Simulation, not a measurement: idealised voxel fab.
process module | voxel capacitor over wiring
cross-section cut | 225 nm wide | cells 5 nm
A cross-section is a grid of square cells, given in bands from the top down. A band is one or more rows of cells.
Each band's line starts with the height of the band's top and of its bottom, in nm. Then come its materials from left to right, each with its width in nm. One material with "throughout" fills the band from edge to edge. "air" is empty space.
Height 0 is the level under which the wafer as received is all one material. The lowest band goes on downwards, as in "0 down".
A width such as "30 to 40" changes by the same amount from each row of cells to the next, from the band's top row to its bottom row.
"no change" after a step means that no cell of the cross-section changed.
closed voids: empty space of 8 cells or more with no open way to the top, each as width x height at its distance from the left edge, in nm
after a step's settings: what the simulator itself notes on the step
overlay nm, on a step with a mask: how far to the right of its planned place the mask lay; to the left if negative
plan
1 op RECEIVE | material Si
2 op CONFORMAL_DEP | material SiO2 | thk nm 10
3 op CONFORMAL_DEP | material SiN | thk nm 5
4 op DIRECTIONAL_DEP | material SiO2 | thk nm 20
5 op DIRECTIONAL_DEP | material aC | thk nm 15
6 op PATTERN | tone open | mask id METAL_1 | material resist | width nm 25 | pitch nm 85 | thk nm 35 | overlay nm 0
7 op DIRECTIONAL_ETCH | etch materials aC | depth nm 15
8 op STRIP | etch materials resist
9 op DIRECTIONAL_ETCH | etch materials SiO2 | depth nm 20
10 op DIRECTIONAL_ETCH | etch materials SiN | depth nm 5
11 op STRIP | etch materials aC
12 op CONFORMAL_DEP | material TiN | thk nm 5
13 op FILL_DEP | material Cu | thk nm 10
14 op CMP | height nm 35
15 op CONFORMAL_DEP | material SiCN | thk nm 5
16 op DIRECTIONAL_DEP | material lowk | thk nm 20
17 op MASKED_ETCH | tone open | mask id PLUG_1 | width nm 15 | etch materials lowk | depth nm 20 | overlay nm 0
18 op MASKED_ETCH | tone open | mask id PLUG_1 | width nm 15 | etch materials SiCN | depth nm 5 | overlay nm 0
19 op CONFORMAL_DEP | material TiN | thk nm 5
20 op FILL_DEP | material W | thk nm 5
21 op CMP | height nm 60
22 op DIRECTIONAL_DEP | material TiN | thk nm 10
23 op DIRECTIONAL_DEP | material SiN | thk nm 5
24 op DIRECTIONAL_DEP | material TiN | thk nm 10
25 op PATTERN | tone cover | mask id UPPER_PLATE | material resist | width nm 65 | thk nm 20 | overlay nm 0
26 op DIRECTIONAL_ETCH | etch materials TiN | depth nm 10
27 op DIRECTIONAL_ETCH | etch materials SiN | depth nm 5
28 op STRIP | etch materials resist
29 op MASKED_ETCH | tone cover | mask id LOWER_PLATE | width nm 75 | etch materials TiN | depth nm 10 | overlay nm 0
30 op FILL_DEP | material SiO2 | thk nm 15
31 op CMP | height nm 95
32 op DIRECTIONAL_DEP | material aC | thk nm 10
33 op PATTERN | tone open | mask id PLUG_2 | material resist | width nm 15 | thk nm 25 | overlay nm -15
34 op DIRECTIONAL_ETCH | etch materials aC | depth nm 10
35 op STRIP | etch materials resist
36 op DIRECTIONAL_ETCH | etch materials SiO2 | depth nm 10
37 op STRIP | etch materials aC
38 op CONFORMAL_DEP | material TiN | thk nm 5
39 op FILL_DEP | material Cu | thk nm 10
40 op CMP | height nm 95
41 op CONFORMAL_DEP | material SiCN | thk nm 5
varied across the wafers: overlay nm of step 33. The plan shows the first wafer's value. All wafers start alike
first wafer as received, after step 1
  0 down: Si throughout
  closed voids: none
each wafer at the end: cells of each material gained (+) or lost (-) since it was received, then its closed voids
overlay nm -15 | +25 Cu | +87 SiCN | +48 SiN | +470 SiO2 | +98 TiN | +4 W | +168 lowk | closed voids: none
overlay nm -10 | +25 Cu | +87 SiCN | +48 SiN | +470 SiO2 | +98 TiN | +4 W | +168 lowk | closed voids: none
overlay nm -5 | +25 Cu | +87 SiCN | +48 SiN | +470 SiO2 | +98 TiN | +4 W | +168 lowk | closed voids: none
overlay nm 0 | +25 Cu | +87 SiCN | +48 SiN | +470 SiO2 | +98 TiN | +4 W | +168 lowk | closed voids: none
overlay nm 5 | +25 Cu | +87 SiCN | +48 SiN | +470 SiO2 | +98 TiN | +4 W | +168 lowk | closed voids: none
overlay nm 10 | +25 Cu | +87 SiCN | +48 SiN | +470 SiO2 | +98 TiN | +4 W | +168 lowk | closed voids: none
overlay nm 15 | +25 Cu | +87 SiCN | +48 SiN | +470 SiO2 | +98 TiN | +4 W | +168 lowk | closed voids: none
